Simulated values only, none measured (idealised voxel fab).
Title: Process Module voxel gate over fins
It is cross-section cut that appears here, measuring 140 nm in width, its square cells being 5 nm in size.
A cross-section is written here as square cells arranged in a grid, and it is given in bands from the top down, each band taking up one or more rows of cells.
Top height, bottom height, nm. Materials left to right, width each, nm. Single material + "all across" = fills band edge to edge. "air" = empty.
Beneath 0, the wafer as received is one material, and that level is where height counting begins. The lowest band goes on downward without a bottom; it is written like "0 down".
With a width like "30 to 40", each row of cells in the band differs from the next by the same amount, the top row carrying the first number and the bottom row the second.
"changes: none" -> step changed no cross-section cell.
The entry titled "Completely sealed voids" provides the empty spaces that have no open way to the top, restricted to those of 8 cells or more. Each is presented as width x height at distance, the distance being measured from the left edge, with all three in nm.
Past the settings on a step's line: simulator remark, on that step.
overlay nm, on a step with a mask: how far to the right of its planned place the mask lay; to the left if negative
Each of the pairs that make up the rest of this document says: here is the cross-section before one process step, here is the cross-section after it, drawn only down to the lowest band that changed, and here, under the pair, is the step lying between them with its settings. Different pairs may come from different runs of this module on the same starting wafer, so a pair continues from the pair above it only where its entry headed "Pre-step geometry" says so.

[Pre-step geometry]
- 0 down: Si all across
- Completely sealed voids: none

[After the Step]
- 5 to 0: SiN all across
- Heights below 0 show no change.
- Completely sealed voids: none
Transition step, before and after shown above: CONFORMAL_DEP [material SiN] [thk nm 5]

Pre-step geometry: this step begins from the cross-section that the pair just above shows after its step.

[After the Step]
- 5 to 0: air 15 | SiN 15 | air 30 | SiN 15 | air 30 | SiN 15 | air 20
- Heights below 0 show no change.
- Completely sealed voids: none
Transition step, before and after shown above: MASKED_ETCH [tone cover] [mask id FINS] [width nm 15] [pitch nm 45] [etch materials SiN] [depth nm 5] [overlay nm 0]

Pre-step geometry: this step begins from the cross-section that the pair just above shows after its step.

[After the Step]
- 5 to 0: air 15 | SiN 15 | air 30 | SiN 15 | air 30 | SiN 15 | air 20
- 0 to -40: air 15 | Si 15 | air 30 | Si 15 | air 30 | Si 15 | air 20
- Heights below -40 show no change.
- Completely sealed voids: none
Transition step, before and after shown above: MASKED_ETCH [tone cover] [mask id FINS] [width nm 15] [pitch nm 45] [etch materials Si] [depth nm 40] [overlay nm 0]

Pre-step geometry: this step begins from the cross-section that the pair just above shows after its step.

[After the Step]
- 5 to 0: air 15 | SiN 15 | air 30 | SiN 15 | air 30 | SiN 15 | air 20
- 0 to -40: air 15 | SiO2 5 | Si 5 | SiO2 5 | air 30 | SiO2 5 | Si 5 | SiO2 5 | air 30 | SiO2 5 | Si 5 | SiO2 5 | air 20
- -40 to -45: SiO2 20 | Si 5 | SiO2 40 | Si 5 | SiO2 40 | Si 5 | SiO2 25
- Heights below -45 show no change.
- Completely sealed voids: none
Transition step, before and after shown above: OXIDIZE [depth nm 5]

Pre-step geometry: this step begins from the cross-section that the pair just above shows after its step.

[After the Step]
- 10 to 5: SiO2 all across
- 5 to 0: SiO2 15 | SiN 15 | SiO2 30 | SiN 15 | SiO2 30 | SiN 15 | SiO2 20
- 0 to -45: SiO2 20 | Si 5 | SiO2 40 | Si 5 | SiO2 40 | Si 5 | SiO2 25
- Heights below -45 show no change.
- Completely sealed voids: none
Transition step, before and after shown above: FILL_DEP [material SiO2] [thk nm 5]

Pre-step geometry: this step begins from the cross-section that the pair just above shows after its step.

[After the Step]
- 5 to 0: SiO2 15 | SiN 15 | SiO2 30 | SiN 15 | SiO2 30 | SiN 15 | SiO2 20
- Heights below 0 show no change.
- Completely sealed voids: none
Transition step, before and after shown above: CMP [height nm 5]

Pre-step geometry: this step begins from the cross-section that the pair just above shows after its step.

[After the Step]
- 5 to 0: air 15 | SiN 15 | air 30 | SiN 15 | air 30 | SiN 15 | air 20
- 0 to -15: air 20 | Si 5 | air 40 | Si 5 | air 40 | Si 5 | air 25
- Heights below -15 show no change.
- Completely sealed voids: none
Transition step, before and after shown above: SELECTIVE_ETCH [etch materials SiO2] [depth nm 20]

Pre-step geometry: this step begins from the cross-section that the pair just above shows after its step.

[After the Step]
- 0 to -15: air 20 | Si 5 | air 40 | Si 5 | air 40 | Si 5 | air 25
- Heights below -15 show no change.
- Completely sealed voids: none
Transition step, before and after shown above: STRIP [etch materials SiN]

Pre-step geometry: this step begins from the cross-section that the pair just above shows after its step.

[After the Step]
- 5 to 0: air 15 | HfO2 15 | air 30 | HfO2 15 | air 30 | HfO2 15 | air 20
- 0 to -10: air 15 | HfO2 5 | Si 5 | HfO2 5 | air 30 | HfO2 5 | Si 5 | HfO2 5 | air 30 | HfO2 5 | Si 5 | HfO2 5 | air 20
- -10 to -15: HfO2 20 | Si 5 | HfO2 40 | Si 5 | HfO2 40 | Si 5 | HfO2 25
- Heights below -15 show no change.
- Completely sealed voids: none
Transition step, before and after shown above: CONFORMAL_DEP [material HfO2] [thk nm 5]

Pre-step geometry: this step begins from the cross-section that the pair just above shows after its step.

[After the Step]
- 10 to 5: air 10 | TiN 25 | air 20 | TiN 25 | air 20 | TiN 25 | air 15
- 5 to 0: air 10 | TiN 5 | HfO2 15 | TiN 5 | air 20 | TiN 5 | HfO2 15 | TiN 5 | air 20 | TiN 5 | HfO2 15 | TiN 5 | air 15
- 0 to -5: air 10 | TiN 5 | HfO2 5 | Si 5 | HfO2 5 | TiN 5 | air 20 | TiN 5 | HfO2 5 | Si 5 | HfO2 5 | TiN 5 | air 20 | TiN 5 | HfO2 5 | Si 5 | HfO2 5 | TiN 5 | air 15
- -5 to -10: TiN 15 | HfO2 5 | Si 5 | HfO2 5 | TiN 30 | HfO2 5 | Si 5 | HfO2 5 | TiN 30 | HfO2 5 | Si 5 | HfO2 5 | TiN 20
- Heights below -10 show no change.
- Completely sealed voids: none
Transition step, before and after shown above: CONFORMAL_DEP [material TiN] [thk nm 5]

Pre-step geometry: this step begins from the cross-section that the pair just above shows after its step.

[After the Step]
- 25 to 10: W all across
- 10 to 5: W 10 | TiN 25 | W 20 | TiN 25 | W 20 | TiN 25 | W 15
- 5 to 0: W 10 | TiN 5 | HfO2 15 | TiN 5 | W 20 | TiN 5 | HfO2 15 | TiN 5 | W 20 | TiN 5 | HfO2 15 | TiN 5 | W 15
- 0 to -5: W 10 | TiN 5 | HfO2 5 | Si 5 | HfO2 5 | TiN 5 | W 20 | TiN 5 | HfO2 5 | Si 5 | HfO2 5 | TiN 5 | W 20 | TiN 5 | HfO2 5 | Si 5 | HfO2 5 | TiN 5 | W 15
- Heights below -5 show no change.
- Completely sealed voids: none
Transition step, before and after shown above: FILL_DEP [material W] [thk nm 15]

Pre-step geometry: this step begins from the cross-section that the pair just above shows after its step.

[After the Step]
- 20 to 10: W all across
- Heights below 10 show no change.
- Completely sealed voids: none
Transition step, before and after shown above: CMP [height nm 20]

Pre-step geometry: this step begins from the cross-section that the pair just above shows after its step.

[After the Step]
- 30 to 20: SiN all across
- Heights below 20 show no change.
- Completely sealed voids: none
Transition step, before and after shown above: CONFORMAL_DEP [material SiN] [thk nm 10]

[Pre-step geometry]
- 0 to -15: air 20 | Si 5 | air 40 | Si 5 | air 40 | Si 5 | air 25
- -15 to -45: SiO2 20 | Si 5 | SiO2 40 | Si 5 | SiO2 40 | Si 5 | SiO2 25
- -45 down: Si all across
- Completely sealed voids: none

[After the Step]
- 5 to 0: air 15 | TiN 15 | air 30 | TiN 15 | air 30 | TiN 15 | air 20
- 0 to -10: air 15 | TiN 5 | Si 5 | TiN 5 | air 30 | TiN 5 | Si 5 | TiN 5 | air 30 | TiN 5 | Si 5 | TiN 5 | air 20
- -10 to -15: TiN 20 | Si 5 | TiN 40 | Si 5 | TiN 40 | Si 5 | TiN 25
- Heights below -15 show no change.
- Completely sealed voids: none
Transition step, before and after shown above: CONFORMAL_DEP [material TiN] [thk nm 5]

Pre-step geometry: this step begins from the cross-section that the pair just above shows after its step.

[After the Step]
- 20 to 5: W all across
- 5 to 0: W 15 | TiN 15 | W 30 | TiN 15 | W 30 | TiN 15 | W 20
- 0 to -10: W 15 | TiN 5 | Si 5 | TiN 5 | W 30 | TiN 5 | Si 5 | TiN 5 | W 30 | TiN 5 | Si 5 | TiN 5 | W 20
- Heights below -10 show no change.
- Completely sealed voids: none
Transition step, before and after shown above: FILL_DEP [material W] [thk nm 15]

Pre-step geometry: this step begins from the cross-section that the pair just above shows after its step.

[After the Step]
- 30 to 20: SiN all across
- Heights below 20 show no change.
- Completely sealed voids: none
Transition step, before and after shown above: CONFORMAL_DEP [material SiN] [thk nm 10]

[Pre-step geometry]
- 5 to 0: air 15 | SiN 15 | air 30 | SiN 15 | air 30 | SiN 15 | air 20
- 0 to -15: air 20 | Si 5 | air 40 | Si 5 | air 40 | Si 5 | air 25
- -15 to -45: SiO2 20 | Si 5 | SiO2 40 | Si 5 | SiO2 40 | Si 5 | SiO2 25
- -45 down: Si all across
- Completely sealed voids: none

[After the Step]
- 5 to 0: air 15 | SiN 15 | air 30 | SiN 15 | air 30 | SiN 15 | air 20
- 0 to -35: air 20 | Si 5 | air 40 | Si 5 | air 40 | Si 5 | air 25
- Heights below -35 show no change.
- Completely sealed voids: none
Transition step, before and after shown above: SELECTIVE_ETCH [etch materials SiO2] [depth nm 20]

Pre-step geometry: this step begins from the cross-section that the pair just above shows after its step.

[After the Step]
- 0 to -35: air 20 | Si 5 | air 40 | Si 5 | air 40 | Si 5 | air 25
- Heights below -35 show no change.
- Completely sealed voids: none
Transition step, before and after shown above: STRIP [etch materials SiN]

Pre-step geometry: this step begins from the cross-section that the pair just above shows after its step.

[After the Step]
- 5 to 0: air 15 | HfO2 15 | air 30 | HfO2 15 | air 30 | HfO2 15 | air 20
- 0 to -30: air 15 | HfO2 5 | Si 5 | HfO2 5 | air 30 | HfO2 5 | Si 5 | HfO2 5 | air 30 | HfO2 5 | Si 5 | HfO2 5 | air 20
- -30 to -35: HfO2 20 | Si 5 | HfO2 40 | Si 5 | HfO2 40 | Si 5 | HfO2 25
- Heights below -35 show no change.
- Completely sealed voids: none
Transition step, before and after shown above: CONFORMAL_DEP [material HfO2] [thk nm 5]

Pre-step geometry: this step begins from the cross-section that the pair just above shows after its step.

[After the Step]
- 10 to 5: air 10 | TiN 25 | air 20 | TiN 25 | air 20 | TiN 25 | air 15
- 5 to 0: air 10 | TiN 5 | HfO2 15 | TiN 5 | air 20 | TiN 5 | HfO2 15 | TiN 5 | air 20 | TiN 5 | HfO2 15 | TiN 5 | air 15
- 0 to -25: air 10 | TiN 5 | HfO2 5 | Si 5 | HfO2 5 | TiN 5 | air 20 | TiN 5 | HfO2 5 | Si 5 | HfO2 5 | TiN 5 | air 20 | TiN 5 | HfO2 5 | Si 5 | HfO2 5 | TiN 5 | air 15
- -25 to -30: TiN 15 | HfO2 5 | Si 5 | HfO2 5 | TiN 30 | HfO2 5 | Si 5 | HfO2 5 | TiN 30 | HfO2 5 | Si 5 | HfO2 5 | TiN 20
- Heights below -30 show no change.
- Completely sealed voids: none
Transition step, before and after shown above: CONFORMAL_DEP [material TiN] [thk nm 5]

Pre-step geometry: this step begins from the cross-section that the pair just above shows after its step.

[After the Step]
- 25 to 10: W all across
- 10 to 5: W 10 | TiN 25 | W 20 | TiN 25 | W 20 | TiN 25 | W 15
- 5 to 0: W 10 | TiN 5 | HfO2 15 | TiN 5 | W 20 | TiN 5 | HfO2 15 | TiN 5 | W 20 | TiN 5 | HfO2 15 | TiN 5 | W 15
- 0 to -25: W 10 | TiN 5 | HfO2 5 | Si 5 | HfO2 5 | TiN 5 | W 20 | TiN 5 | HfO2 5 | Si 5 | HfO2 5 | TiN 5 | W 20 | TiN 5 | HfO2 5 | Si 5 | HfO2 5 | TiN 5 | W 15
- Heights below -25 show no change.
- Completely sealed voids: none
Transition step, before and after shown above: FILL_DEP [material W] [thk nm 15]

Pre-step geometry: this step begins from the cross-section that the pair just above shows after its step.

[After the Step]
- 20 to 10: W all across
- Heights below 10 show no change.
- Completely sealed voids: none
Transition step, before and after shown above: CMP [height nm 20]

Pre-step geometry: this step begins from the cross-section that the pair just above shows after its step.

[After the Step]
- 30 to 20: SiN all across
- Heights below 20 show no change.
- Completely sealed voids: none
Transition step, before and after shown above: CONFORMAL_DEP [material SiN] [thk nm 10]

[Pre-step geometry]
- 5 to 0: air 15 | TiN 15 | air 30 | TiN 15 | air 30 | TiN 15 | air 20
- 0 to -10: air 15 | TiN 5 | Si 5 | TiN 5 | air 30 | TiN 5 | Si 5 | TiN 5 | air 30 | TiN 5 | Si 5 | TiN 5 | air 20
- -10 to -15: TiN 20 | Si 5 | TiN 40 | Si 5 | TiN 40 | Si 5 | TiN 25
- -15 to -45: SiO2 20 | Si 5 | SiO2 40 | Si 5 | SiO2 40 | Si 5 | SiO2 25
- -45 down: Si all across
- Completely sealed voids: none

[After the Step]
- 10 to 5: air 10 | HfO2 25 | air 20 | HfO2 25 | air 20 | HfO2 25 | air 15
- 5 to 0: air 10 | HfO2 5 | TiN 15 | HfO2 5 | air 20 | HfO2 5 | TiN 15 | HfO2 5 | air 20 | HfO2 5 | TiN 15 | HfO2 5 | air 15
- 0 to -5: air 10 | HfO2 5 | TiN 5 | Si 5 | TiN 5 | HfO2 5 | air 20 | HfO2 5 | TiN 5 | Si 5 | TiN 5 | HfO2 5 | air 20 | HfO2 5 | TiN 5 | Si 5 | TiN 5 | HfO2 5 | air 15
- -5 to -10: HfO2 15 | TiN 5 | Si 5 | TiN 5 | HfO2 30 | TiN 5 | Si 5 | TiN 5 | HfO2 30 | TiN 5 | Si 5 | TiN 5 | HfO2 20
- Heights below -10 show no change.
- Completely sealed voids: none
Transition step, before and after shown above: CONFORMAL_DEP [material HfO2] [thk nm 5]

Pre-step geometry: this step begins from the cross-section that the pair just above shows after its step.

[After the Step]
- 25 to 10: W all across
- 10 to 5: W 10 | HfO2 25 | W 20 | HfO2 25 | W 20 | HfO2 25 | W 15
- 5 to 0: W 10 | HfO2 5 | TiN 15 | HfO2 5 | W 20 | HfO2 5 | TiN 15 | HfO2 5 | W 20 | HfO2 5 | TiN 15 | HfO2 5 | W 15
- 0 to -5: W 10 | HfO2 5 | TiN 5 | Si 5 | TiN 5 | HfO2 5 | W 20 | HfO2 5 | TiN 5 | Si 5 | TiN 5 | HfO2 5 | W 20 | HfO2 5 | TiN 5 | Si 5 | TiN 5 | HfO2 5 | W 15
- Heights below -5 show no change.
- Completely sealed voids: none
Transition step, before and after shown above: FILL_DEP [material W] [thk nm 15]

Pre-step geometry: this step begins from the cross-section that the pair just above shows after its step.

[After the Step]
- 20 to 10: W all across
- Heights below 10 show no change.
- Completely sealed voids: none
Transition step, before and after shown above: CMP [height nm 20]

Pre-step geometry: this step begins from the cross-section that the pair just above shows after its step.

[After the Step]
- 30 to 20: SiN all across
- Heights below 20 show no change.
- Completely sealed voids: none
Transition step, before and after shown above: CONFORMAL_DEP [material SiN] [thk nm 10]

[Pre-step geometry]
- 5 to 0: SiO2 15 | SiN 15 | SiO2 30 | SiN 15 | SiO2 30 | SiN 15 | SiO2 20
- 0 to -45: SiO2 20 | Si 5 | SiO2 40 | Si 5 | SiO2 40 | Si 5 | SiO2 25
- -45 down: Si all across
- Completely sealed voids: none

[After the Step]
- 5 to 0: air 15 | SiN 15 | air 30 | SiN 15 | air 30 | SiN 15 | air 20
- 0 to -5: air 20 | Si 5 | air 40 | Si 5 | air 40 | Si 5 | air 25
- Heights below -5 show no change.
- Completely sealed voids: none
Transition step, before and after shown above: SELECTIVE_ETCH [etch materials SiO2] [depth nm 10]

Pre-step geometry: this step begins from the cross-section that the pair just above shows after its step.

[After the Step]
- 0 to -5: air 20 | Si 5 | air 40 | Si 5 | air 40 | Si 5 | air 25
- Heights below -5 show no change.
- Completely sealed voids: none
Transition step, before and after shown above: STRIP [etch materials SiN]

Pre-step geometry: this step begins from the cross-section that the pair just above shows after its step.

[After the Step]
- 5 to 0: air 15 | HfO2 15 | air 30 | HfO2 15 | air 30 | HfO2 15 | air 20
- 0 to -5: HfO2 20 | Si 5 | HfO2 40 | Si 5 | HfO2 40 | Si 5 | HfO2 25
- Heights below -5 show no change.
- Completely sealed voids: none
Transition step, before and after shown above: CONFORMAL_DEP [material HfO2] [thk nm 5]

Pre-step geometry: this step begins from the cross-section that the pair just above shows after its step.

[After the Step]
- 10 to 5: air 10 | TiN 25 | air 20 | TiN 25 | air 20 | TiN 25 | air 15
- 5 to 0: TiN 15 | HfO2 15 | TiN 30 | HfO2 15 | TiN 30 | HfO2 15 | TiN 20
- Heights below 0 show no change.
- Completely sealed voids: none
Transition step, before and after shown above: CONFORMAL_DEP [material TiN] [thk nm 5]

Pre-step geometry: this step begins from the cross-section that the pair just above shows after its step.

[After the Step]
- 25 to 10: W all across
- 10 to 5: W 10 | TiN 25 | W 20 | TiN 25 | W 20 | TiN 25 | W 15
- Heights below 5 show no change.
- Completely sealed voids: none
Transition step, before and after shown above: FILL_DEP [material W] [thk nm 15]

Pre-step geometry: this step begins from the cross-section that the pair just above shows after its step.

[After the Step]
- 20 to 10: W all across
- Heights below 10 show no change.
- Completely sealed voids: none
Transition step, before and after shown above: CMP [height nm 20]

Pre-step geometry: this step begins from the cross-section that the pair just above shows after its step.

[After the Step]
- 30 to 20: SiN all across
- Heights below 20 show no change.
- Completely sealed voids: none
Transition step, before and after shown above: CONFORMAL_DEP [material SiN] [thk nm 10]

[Pre-step geometry]
- 5 to 0: SiN all across
- 0 down: Si all across
- Completely sealed voids: none

[After the Step]
- 5 to 0: air 15 | SiN 20 | air 25 | SiN 20 | air 25 | SiN 20 | air 15
- Heights below 0 show no change.
- Completely sealed voids: none
Transition step, before and after shown above: MASKED_ETCH [tone cover] [mask id FINS] [width nm 20] [pitch nm 45] [etch materials SiN] [depth nm 5] [overlay nm 0]

Pre-step geometry: this step begins from the cross-section that the pair just above shows after its step.

[After the Step]
- 5 to 0: air 15 | SiN 20 | air 25 | SiN 20 | air 25 | SiN 20 | air 15
- 0 to -40: air 15 | Si 20 | air 25 | Si 20 | air 25 | Si 20 | air 15
- Heights below -40 show no change.
- Completely sealed voids: none
Transition step, before and after shown above: MASKED_ETCH [tone cover] [mask id FINS] [width nm 15] [pitch nm 45] [etch materials Si] [depth nm 40] [overlay nm 0]

Pre-step geometry: this step begins from the cross-section that the pair just above shows after its step.

[After the Step]
- 5 to 0: air 15 | SiN 20 | air 25 | SiN 20 | air 25 | SiN 20 | air 15
- 0 to -40: air 15 | SiO2 5 | Si 10 | SiO2 5 | air 25 | SiO2 5 | Si 10 | SiO2 5 | air 25 | SiO2 5 | Si 10 | SiO2 5 | air 15
- -40 to -45: SiO2 20 | Si 10 | SiO2 35 | Si 10 | SiO2 35 | Si 10 | SiO2 20
- Heights below -45 show no change.
- Completely sealed voids: none
Transition step, before and after shown above: OXIDIZE [depth nm 5]

Pre-step geometry: this step begins from the cross-section that the pair just above shows after its step.

[After the Step]
- 10 to 5: SiO2 all across
- 5 to 0: SiO2 15 | SiN 20 | SiO2 25 | SiN 20 | SiO2 25 | SiN 20 | SiO2 15
- 0 to -45: SiO2 20 | Si 10 | SiO2 35 | Si 10 | SiO2 35 | Si 10 | SiO2 20
- Heights below -45 show no change.
- Completely sealed voids: none
Transition step, before and after shown above: FILL_DEP [material SiO2] [thk nm 5]

Pre-step geometry: this step begins from the cross-section that the pair just above shows after its step.

[After the Step]
- 5 to 0: SiO2 15 | SiN 20 | SiO2 25 | SiN 20 | SiO2 25 | SiN 20 | SiO2 15
- Heights below 0 show no change.
- Completely sealed voids: none
Transition step, before and after shown above: CMP [height nm 5]

Pre-step geometry: this step begins from the cross-section that the pair just above shows after its step.

[After the Step]
- 5 to 0: air 15 | SiN 20 | air 25 | SiN 20 | air 25 | SiN 20 | air 15
- 0 to -15: air 20 | Si 10 | air 35 | Si 10 | air 35 | Si 10 | air 20
- Heights below -15 show no change.
- Completely sealed voids: none
Transition step, before and after shown above: SELECTIVE_ETCH [etch materials SiO2] [depth nm 20]

Pre-step geometry: this step begins from the cross-section that the pair just above shows after its step.

[After the Step]
- 0 to -15: air 20 | Si 10 | air 35 | Si 10 | air 35 | Si 10 | air 20
- Heights below -15 show no change.
- Completely sealed voids: none
Transition step, before and after shown above: STRIP [etch materials SiN]

Pre-step geometry: this step begins from the cross-section that the pair just above shows after its step.

[After the Step]
- 5 to 0: air 15 | HfO2 20 | air 25 | HfO2 20 | air 25 | HfO2 20 | air 15
- 0 to -10: air 15 | HfO2 5 | Si 10 | HfO2 5 | air 25 | HfO2 5 | Si 10 | HfO2 5 | air 25 | HfO2 5 | Si 10 | HfO2 5 | air 15
- -10 to -15: HfO2 20 | Si 10 | HfO2 35 | Si 10 | HfO2 35 | Si 10 | HfO2 20
- Heights below -15 show no change.
- Completely sealed voids: none
Transition step, before and after shown above: CONFORMAL_DEP [material HfO2] [thk nm 5]

Pre-step geometry: this step begins from the cross-section that the pair just above shows after its step.

[After the Step]
- 10 to 5: air 10 | TiN 30 | air 15 | TiN 30 | air 15 | TiN 30 | air 10
- 5 to 0: air 10 | TiN 5 | HfO2 20 | TiN 5 | air 15 | TiN 5 | HfO2 20 | TiN 5 | air 15 | TiN 5 | HfO2 20 | TiN 5 | air 10
- 0 to -5: air 10 | TiN 5 | HfO2 5 | Si 10 | HfO2 5 | TiN 5 | air 15 | TiN 5 | HfO2 5 | Si 10 | HfO2 5 | TiN 5 | air 15 | TiN 5 | HfO2 5 | Si 10 | HfO2 5 | TiN 5 | air 10
- -5 to -10: TiN 15 | HfO2 5 | Si 10 | HfO2 5 | TiN 25 | HfO2 5 | Si 10 | HfO2 5 | TiN 25 | HfO2 5 | Si 10 | HfO2 5 | TiN 15
- Heights below -10 show no change.
- Completely sealed voids: none
Transition step, before and after shown above: CONFORMAL_DEP [material TiN] [thk nm 5]

Pre-step geometry: this step begins from the cross-section that the pair just above shows after its step.

[After the Step]
- 25 to 10: W all across
- 10 to 5: W 10 | TiN 30 | W 15 | TiN 30 | W 15 | TiN 30 | W 10
- 5 to 0: W 10 | TiN 5 | HfO2 20 | TiN 5 | W 15 | TiN 5 | HfO2 20 | TiN 5 | W 15 | TiN 5 | HfO2 20 | TiN 5 | W 10
- 0 to -5: W 10 | TiN 5 | HfO2 5 | Si 10 | HfO2 5 | TiN 5 | W 15 | TiN 5 | HfO2 5 | Si 10 | HfO2 5 | TiN 5 | W 15 | TiN 5 | HfO2 5 | Si 10 | HfO2 5 | TiN 5 | W 10
- Heights below -5 show no change.
- Completely sealed voids: none
Transition step, before and after shown above: FILL_DEP [material W] [thk nm 15]

Pre-step geometry: this step begins from the cross-section that the pair just above shows after its step.

[After the Step]
- 20 to 10: W all across
- Heights below 10 show no change.
- Completely sealed voids: none
Transition step, before and after shown above: CMP [height nm 20]

Pre-step geometry: this step begins from the cross-section that the pair just above shows after its step.

[After the Step]
- 30 to 20: SiN all across
- Heights below 20 show no change.
- Completely sealed voids: none
Transition step, before and after shown above: CONFORMAL_DEP [material SiN] [thk nm 10]

[Pre-step geometry]
- 5 to 0: SiN all across
- 0 down: Si all across
- Completely sealed voids: none

[After the Step]
- 5 to 0: air 20 | SiN 15 | air 30 | SiN 15 | air 30 | SiN 15 | air 15
- Heights below 0 show no change.
- Completely sealed voids: none
Transition step, before and after shown above: MASKED_ETCH [tone cover] [mask id FINS] [width nm 15] [pitch nm 45] [etch materials SiN] [depth nm 5] [overlay nm 5]

Pre-step geometry: this step begins from the cross-section that the pair just above shows after its step.

[After the Step]
- 5 to 0: air 20 | SiN 15 | air 30 | SiN 15 | air 30 | SiN 15 | air 15
- 0 to -40: air 15 | Si 20 | air 25 | Si 20 | air 25 | Si 20 | air 15
- Heights below -40 show no change.
- Completely sealed voids: none
Transition step, before and after shown above: MASKED_ETCH [tone cover] [mask id FINS] [width nm 15] [pitch nm 45] [etch materials Si] [depth nm 40] [overlay nm 0]

Pre-step geometry: this step begins from the cross-section that the pair just above shows after its step.

[After the Step]
- 5 to 0: air 20 | SiN 15 | air 30 | SiN 15 | air 30 | SiN 15 | air 15
- 0 to -5: air 15 | SiO2 10 | Si 5 | SiO2 5 | air 25 | SiO2 10 | Si 5 | SiO2 5 | air 25 | SiO2 10 | Si 5 | SiO2 5 | air 15
- -5 to -40: air 15 | SiO2 5 | Si 10 | SiO2 5 | air 25 | SiO2 5 | Si 10 | SiO2 5 | air 25 | SiO2 5 | Si 10 | SiO2 5 | air 15
- -40 to -45: SiO2 20 | Si 10 | SiO2 35 | Si 10 | SiO2 35 | Si 10 | SiO2 20
- Heights below -45 show no change.
- Completely sealed voids: none
Transition step, before and after shown above: OXIDIZE [depth nm 5]

Pre-step geometry: this step begins from the cross-section that the pair just above shows after its step.

[After the Step]
- 10 to 5: SiO2 all across
- 5 to 0: SiO2 20 | SiN 15 | SiO2 30 | SiN 15 | SiO2 30 | SiN 15 | SiO2 15
- 0 to -5: SiO2 25 | Si 5 | SiO2 40 | Si 5 | SiO2 40 | Si 5 | SiO2 20
- -5 to -45: SiO2 20 | Si 10 | SiO2 35 | Si 10 | SiO2 35 | Si 10 | SiO2 20
- Heights below -45 show no change.
- Completely sealed voids: none
Transition step, before and after shown above: FILL_DEP [material SiO2] [thk nm 5]

Pre-step geometry: this step begins from the cross-section that the pair just above shows after its step.

[After the Step]
- 5 to 0: SiO2 20 | SiN 15 | SiO2 30 | SiN 15 | SiO2 30 | SiN 15 | SiO2 15
- Heights below 0 show no change.
- Completely sealed voids: none
Transition step, before and after shown above: CMP [height nm 5]

Pre-step geometry: this step begins from the cross-section that the pair just above shows after its step.

[After the Step]
- 5 to 0: air 20 | SiN 15 | air 30 | SiN 15 | air 30 | SiN 15 | air 15
- 0 to -5: air 25 | Si 5 | air 40 | Si 5 | air 40 | Si 5 | air 20
- -5 to -15: air 20 | Si 10 | air 35 | Si 10 | air 35 | Si 10 | air 20
- Heights below -15 show no change.
- Completely sealed voids: none
Transition step, before and after shown above: SELECTIVE_ETCH [etch materials SiO2] [depth nm 20]

Pre-step geometry: this step begins from the cross-section that the pair just above shows after its step.

[After the Step]
- 0 to -5: air 25 | Si 5 | air 40 | Si 5 | air 40 | Si 5 | air 20
- Heights below -5 show no change.
- Completely sealed voids: none
Transition step, before and after shown above: STRIP [etch materials SiN]

Pre-step geometry: this step begins from the cross-section that the pair just above shows after its step.

[After the Step]
- 5 to 0: air 20 | HfO2 15 | air 30 | HfO2 15 | air 30 | HfO2 15 | air 15
- 0 to -10: air 15 | HfO2 10 to 5 | Si 5 to 10 | HfO2 5 | air 25 | HfO2 10 to 5 | Si 5 to 10 | HfO2 5 | air 25 | HfO2 10 to 5 | Si 5 to 10 | HfO2 5 | air 15
- -10 to -15: HfO2 20 | Si 10 | HfO2 35 | Si 10 | HfO2 35 | Si 10 | HfO2 20
- Heights below -15 show no change.
- Completely sealed voids: none
Transition step, before and after shown above: CONFORMAL_DEP [material HfO2] [thk nm 5]

Pre-step geometry: this step begins from the cross-section that the pair just above shows after its step.

[After the Step]
- 10 to 5: air 15 | TiN 25 | air 20 | TiN 25 | air 20 | TiN 25 | air 10
- 5 to 0: air 10 | TiN 10 | HfO2 15 | TiN 5 | air 15 | TiN 10 | HfO2 15 | TiN 5 | air 15 | TiN 10 | HfO2 15 | TiN 5 | air 10
- 0 to -5: air 10 | TiN 5 | HfO2 10 | Si 5 | HfO2 5 | TiN 5 | air 15 | TiN 5 | HfO2 10 | Si 5 | HfO2 5 | TiN 5 | air 15 | TiN 5 | HfO2 10 | Si 5 | HfO2 5 | TiN 5 | air 10
- -5 to -10: TiN 15 | HfO2 5 | Si 10 | HfO2 5 | TiN 25 | HfO2 5 | Si 10 | HfO2 5 | TiN 25 | HfO2 5 | Si 10 | HfO2 5 | TiN 15
- Heights below -10 show no change.
- Completely sealed voids: none
Transition step, before and after shown above: CONFORMAL_DEP [material TiN] [thk nm 5]

Pre-step geometry: this step begins from the cross-section that the pair just above shows after its step.

[After the Step]
- 25 to 10: W all across
- 10 to 5: W 15 | TiN 25 | W 20 | TiN 25 | W 20 | TiN 25 | W 10
- 5 to 0: W 10 | TiN 10 | HfO2 15 | TiN 5 | W 15 | TiN 10 | HfO2 15 | TiN 5 | W 15 | TiN 10 | HfO2 15 | TiN 5 | W 10
- 0 to -5: W 10 | TiN 5 | HfO2 10 | Si 5 | HfO2 5 | TiN 5 | W 15 | TiN 5 | HfO2 10 | Si 5 | HfO2 5 | TiN 5 | W 15 | TiN 5 | HfO2 10 | Si 5 | HfO2 5 | TiN 5 | W 10
- Heights below -5 show no change.
- Completely sealed voids: none
Transition step, before and after shown above: FILL_DEP [material W] [thk nm 15]

Pre-step geometry: this step begins from the cross-section that the pair just above shows after its step.

[After the Step]
- 20 to 10: W all across
- Heights below 10 show no change.
- Completely sealed voids: none
Transition step, before and after shown above: CMP [height nm 20]

Pre-step geometry: this step begins from the cross-section that the pair just above shows after its step.

[After the Step]
- 30 to 20: SiN all across
- Heights below 20 show no change.
- Completely sealed voids: none
Transition step, before and after shown above: CONFORMAL_DEP [material SiN] [thk nm 10]

[Pre-step geometry]
- 20 to 10: W all across
- 10 to 5: W 10 | TiN 25 | W 20 | TiN 25 | W 20 | TiN 25 | W 15
- 5 to 0: W 10 | TiN 5 | HfO2 15 | TiN 5 | W 20 | TiN 5 | HfO2 15 | TiN 5 | W 20 | TiN 5 | HfO2 15 | TiN 5 | W 15
- 0 to -5: W 10 | TiN 5 | HfO2 5 | Si 5 | HfO2 5 | TiN 5 | W 20 | TiN 5 | HfO2 5 | Si 5 | HfO2 5 | TiN 5 | W 20 | TiN 5 | HfO2 5 | Si 5 | HfO2 5 | TiN 5 | W 15
- -5 to -10: TiN 15 | HfO2 5 | Si 5 | HfO2 5 | TiN 30 | HfO2 5 | Si 5 | HfO2 5 | TiN 30 | HfO2 5 | Si 5 | HfO2 5 | TiN 20
- -10 to -15: HfO2 20 | Si 5 | HfO2 40 | Si 5 | HfO2 40 | Si 5 | HfO2 25
- -15 to -45: SiO2 20 | Si 5 | SiO2 40 | Si 5 | SiO2 40 | Si 5 | SiO2 25
- -45 down: Si all across
- Completely sealed voids: none

[After the Step]
- 30 to 10: W all across
- Heights below 10 show no change.
- Completely sealed voids: none
Transition step, before and after shown above: CONFORMAL_DEP [material W] [thk nm 10]
